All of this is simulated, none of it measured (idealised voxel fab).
Name of the process module below: voxel trench capacitor
Each square cell in cross-section cut measures 5 nm, and the section as a whole is 270 nm wide.
Square cells in a grid make up a cross-section in this document, and the grid is given as bands, listed from the top down, each one or more rows of cells. Heights first: top, then bottom, in nm. Then materials, left to right, each with a width in nm. "all across" on a single material: fills the band edge to edge. "empty": empty space. Heights are measured from 0, the level below which the as-received wafer is all one material; the lowest band has no bottom and continues downward, written as in "0 and below". Graded width ("30..40"): value in top row of band = first number; value in bottom row = second number; row-to-row change constant. Reading "nothing changed" for a step: not a cell of the cross-section changed in it. Heads up: "Closed cavities" only lists the empty pockets with no open path to the top that are 8 cells or more, and it writes them as width x height at distance, distance from the left edge, in nm. Formally, on a step line, whatever follows the settings is a remark that the simulator itself makes on the step. When a step includes a mask, the "overlay nm" setting on its line states how far to the right of its planned place that mask lay, and negative values state how far to the left.

These are the steps we planned for the process:
1 RECEIVE with material Si
2 CONFORMAL_DEP with material SiN, thk nm 5
3 PATTERN with tone open, mask id TRENCH, material resist, width nm 25, pitch nm 50, thk nm 20, overlay nm 0
4 DIRECTIONAL_ETCH with etch materials SiN, depth nm 5
5 DIRECTIONAL_ETCH with etch materials Si, depth nm 40
6 STRIP with etch materials resist
7 CONFORMAL_DEP with material SiO2, thk nm 5
8 FILL_DEP with material polySi, thk nm 5
9 CMP with height nm 5

First out of two wafers; run went to plan:

Cross-section: wafer on arrival = after step 1:
> 0 and below  Si all across
> Closed cavities: none

Cross-sectional representation of the wafer at the conclusion of step 2:
> 5 down to 0  SiN all across
> Beneath the level 0, the cross-section is identical to its previous state.

Cross-sectional representation of the wafer at the conclusion of step 3:
> 25 down to 5  resist=70 | empty=25 | resist=25 | empty=25 | resist=25 | empty=25 | resist=75
> Beneath the level 5, the cross-section is identical to its previous state.

Cross-sectional representation of the wafer at the conclusion of step 4:
> 25 down to 5  resist=70 | empty=25 | resist=25 | empty=25 | resist=25 | empty=25 | resist=75
> 5 down to 0  SiN=70 | empty=25 | SiN=25 | empty=25 | SiN=25 | empty=25 | SiN=75
> Beneath the level 0, the cross-section is identical to its previous state.

Cross-sectional representation of the wafer at the conclusion of step 5:
> 25 down to 5  resist=70 | empty=25 | resist=25 | empty=25 | resist=25 | empty=25 | resist=75
> 5 down to 0  SiN=70 | empty=25 | SiN=25 | empty=25 | SiN=25 | empty=25 | SiN=75
> 0 down to -40  Si=70 | empty=25 | Si=25 | empty=25 | Si=25 | empty=25 | Si=75
> Beneath the level -40, the cross-section is identical to its previous state.

Cross-sectional representation of the wafer at the conclusion of step 6:
> 5 down to 0  SiN=70 | empty=25 | SiN=25 | empty=25 | SiN=25 | empty=25 | SiN=75
> Beneath the level 0, the cross-section is identical to its previous state.

Cross-sectional representation of the wafer at the conclusion of step 7:
> 10 down to 5  SiO2=75 | empty=15 | SiO2=35 | empty=15 | SiO2=35 | empty=15 | SiO2=80
> 5 down to 0  SiN=70 | SiO2=5 | empty=15 | SiO2=5 | SiN=25 | SiO2=5 | empty=15 | SiO2=5 | SiN=25 | SiO2=5 | empty=15 | SiO2=5 | SiN=75
> 0 down to -35  Si=70 | SiO2=5 | empty=15 | SiO2=5 | Si=25 | SiO2=5 | empty=15 | SiO2=5 | Si=25 | SiO2=5 | empty=15 | SiO2=5 | Si=75
> -35 down to -40  Si=70 | SiO2=25 | Si=25 | SiO2=25 | Si=25 | SiO2=25 | Si=75
> Beneath the level -40, the cross-section is identical to its previous state.

Cross-sectional representation of the wafer at the conclusion of step 8:
> 15 down to 10  polySi all across
> 10 down to 5  SiO2=75 | polySi=15 | SiO2=35 | polySi=15 | SiO2=35 | polySi=15 | SiO2=80
> 5 down to 0  SiN=70 | SiO2=5 | polySi=15 | SiO2=5 | SiN=25 | SiO2=5 | polySi=15 | SiO2=5 | SiN=25 | SiO2=5 | polySi=15 | SiO2=5 | SiN=75
> 0 down to -35  Si=70 | SiO2=5 | polySi=15 | SiO2=5 | Si=25 | SiO2=5 | polySi=15 | SiO2=5 | Si=25 | SiO2=5 | polySi=15 | SiO2=5 | Si=75
> Beneath the level -35, the cross-section is identical to its previous state.

Cross-sectional representation of the wafer at the conclusion of step 9:
> 5 down to 0  SiN=70 | SiO2=5 | polySi=15 | SiO2=5 | SiN=25 | SiO2=5 | polySi=15 | SiO2=5 | SiN=25 | SiO2=5 | polySi=15 | SiO2=5 | SiN=75
> Beneath the level 0, the cross-section is identical to its previous state.

Wafer two of two - same starting point, same process plan, one mistake in execution; matches wafer one up to and including step 7:

What the second wafer looks like in cross-section when step 8 should have wrapped up:
> 15 down to 10  SiN all across
> 10 down to 5  SiO2=75 | SiN=15 | SiO2=35 | SiN=15 | SiO2=35 | SiN=15 | SiO2=80
> 5 down to 0  SiN=70 | SiO2=5 | SiN=15 | SiO2=5 | SiN=25 | SiO2=5 | SiN=15 | SiO2=5 | SiN=25 | SiO2=5 | SiN=15 | SiO2=5 | SiN=75
> 0 down to -35  Si=70 | SiO2=5 | SiN=15 | SiO2=5 | Si=25 | SiO2=5 | SiN=15 | SiO2=5 | Si=25 | SiO2=5 | SiN=15 | SiO2=5 | Si=75
> Beneath the level -35, the cross-section is identical to its previous state.

What the second wafer looks like in cross-section when step 9 should have wrapped up:
> 5 down to 0  SiN=70 | SiO2=5 | SiN=15 | SiO2=5 | SiN=25 | SiO2=5 | SiN=15 | SiO2=5 | SiN=25 | SiO2=5 | SiN=15 | SiO2=5 | SiN=75
> Beneath the level 0, the cross-section is identical to its previous state.
Against the plan, the run slipped here: off-plan run, step 8, actual operation and settings FILL_DEP with material SiN, thk nm 5
FYI, end of process, the second wafer has more or fewer cells of some materials than the first: +72 SiN, -72 polySi
